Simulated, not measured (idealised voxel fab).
process module | voxel gate over fins
cross-section cut | 160 nm wide | cells 5 nm
A cross-section is a grid of square cells, given in bands from the top down. A band is one or more rows of cells.
Each band's line starts with the height of the band's top and of its bottom, in nm. Then come its materials from left to right, each with its width in nm. One material with "throughout" fills the band from edge to edge. "air" is empty space.
Height 0 is the level under which the wafer as received is all one material. The lowest band goes on downwards, as in "0 down".
A width such as "30 to 40" changes by the same amount from each row of cells to the next, from the band's top row to its bottom row.
"no change" after a step means that no cell of the cross-section changed.
closed voids: empty space of 8 cells or more with no open way to the top, each as width x height at its distance from the left edge, in nm
after a step's settings: what the simulator itself notes on the step
overlay nm, on a step with a mask: how far to the right of its planned place the mask lay; to the left if negative
plan
1 op RECEIVE | material Si
2 op CONFORMAL_DEP | material SiN | thk nm 5
3 op MASKED_ETCH | tone cover | mask id FINS | width nm 15 | pitch nm 55 | etch materials SiN | depth nm 5 | overlay nm 0
4 op MASKED_ETCH | tone cover | mask id FINS | width nm 15 | pitch nm 55 | etch materials Si | depth nm 35 | overlay nm 0
5 op OXIDIZE | depth nm 5
6 op FILL_DEP | material SiO2 | thk nm 5
7 op CMP | height nm 5
8 op PATTERN | tone open | mask id RAIL | material resist | width nm 15 | thk nm 15 | overlay nm 0
9 op DIRECTIONAL_ETCH | etch materials SiO2 | depth nm 35
10 op STRIP | etch materials resist
11 op CONFORMAL_DEP | material TiN | thk nm 5
12 op FILL_DEP | material W | thk nm 10
13 op CMP | height nm 5
14 op SELECTIVE_ETCH | etch materials W Ru TiN | depth nm 25
15 op FILL_DEP | material SiO2 | thk nm 5
16 op CMP | height nm 5
17 op SELECTIVE_ETCH | etch materials SiO2 | depth nm 20
18 op STRIP | etch materials SiN
19 op CONFORMAL_DEP | material HfO2 | thk nm 5
20 op CONFORMAL_DEP | material TiN | thk nm 5
21 op CONFORMAL_DEP | material TiAl | thk nm 5
22 op CONFORMAL_DEP | material TiN | thk nm 5
23 op FILL_DEP | material W | thk nm 15
24 op CMP | height nm 30
25 op CONFORMAL_DEP | material SiN | thk nm 10
varied across the wafers: width nm of step 8. The plan shows the first wafer's value. All wafers start alike
first wafer as received, after step 1
  0 down: Si throughout
  closed voids: none
each wafer at the end: cells of each material gained (+) or lost (-) since it was received, then its closed voids
width nm 15 | +50 HfO2 | -232 Si | +64 SiN | +139 SiO2 | +50 TiAl | +105 TiN | +80 W | closed voids: none
width nm 20 | +50 HfO2 | -232 Si | +64 SiN | +137 SiO2 | +50 TiAl | +106 TiN | +81 W | closed voids: none
width nm 25 | +50 HfO2 | -232 Si | +64 SiN | +135 SiO2 | +50 TiAl | +107 TiN | +82 W | closed voids: none
width nm 30 | +50 HfO2 | -232 Si | +64 SiN | +133 SiO2 | +50 TiAl | +108 TiN | +83 W | closed voids: none
